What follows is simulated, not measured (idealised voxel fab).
process module | voxel self aligned contacts
cross-section cut | 240 nm wide | cells 5 nm
A cross-section is a grid of square cells, given in bands from the top down. A band is one or more rows of cells.
Each band's line starts with the height of the band's top and of its bottom, in nm. Then come its materials from left to right, each with its width in nm. One material with "throughout" fills the band from edge to edge. "air" is empty space.
Height 0 is the level under which the wafer as received is all one material. The lowest band goes on downwards, as in "0 down".
A width such as "30 to 40" changes by the same amount from each row of cells to the next, from the band's top row to its bottom row.
"no change" after a step means that no cell of the cross-section changed.
closed voids: empty space of 8 cells or more with no open way to the top, each as width x height at its distance from the left edge, in nm
after a step's settings: what the simulator itself notes on the step
overlay nm, on a step with a mask: how far to the right of its planned place the mask lay; to the left if negative
plan
1 op RECEIVE | material Si
2 op OXIDIZE | depth nm 5
3 op DIRECTIONAL_DEP | material polySi | thk nm 20
4 op DIRECTIONAL_DEP | material SiN | thk nm 15
5 op PATTERN | tone cover | mask id GATE | material resist | width nm 30 | pitch nm 60 | thk nm 20 | overlay nm 0
6 op DIRECTIONAL_ETCH | etch materials SiN | depth nm 15
7 op DIRECTIONAL_ETCH | etch materials polySi | depth nm 20
8 op STRIP | etch materials resist
9 op CONFORMAL_DEP | material SiN | thk nm 5
10 op DIRECTIONAL_ETCH | etch materials SiN | depth nm 5
11 op FILL_DEP | material SiO2 | thk nm 15
12 op CMP | height nm 40
13 op PATTERN | tone open | mask id CONTACT | material resist | width nm 40 | thk nm 15 | overlay nm 0
14 op DIRECTIONAL_ETCH | etch materials SiO2 | depth nm 45
15 op STRIP | etch materials resist
16 op CONFORMAL_DEP | material TiN | thk nm 5
17 op FILL_DEP | material Ru | thk nm 5
18 op CMP | height nm 40
19 op CONFORMAL_DEP | material SiCN | thk nm 5
as received, after step 1
  0 down: Si throughout
  closed voids: none
a wafer at the end: this start, this plan, one mistake
  45 to 40: SiCN throughout
  40 to 35: SiO2 100 | TiN 25 | Ru 10 | TiN 5 | SiO2 100
  35 to 20: SiO2 80 | SiN 40 | TiN 5 | Ru 10 | TiN 5 | SiN 40 | SiO2 60
  20 to 0: SiO2 80 | SiN 5 | polySi 30 | SiN 5 | TiN 5 | Ru 10 | TiN 5 | SiN 5 | polySi 30 | SiN 5 | SiO2 60
  0 to -5: SiO2 120 | TiN 20 | SiO2 100
  -5 down: Si throughout
  closed voids: none
what went wrong: step 5 ran as: op PATTERN | tone cover | mask id GATE | material resist | width nm 30 | pitch nm 60 | thk nm 20 | overlay nm 10
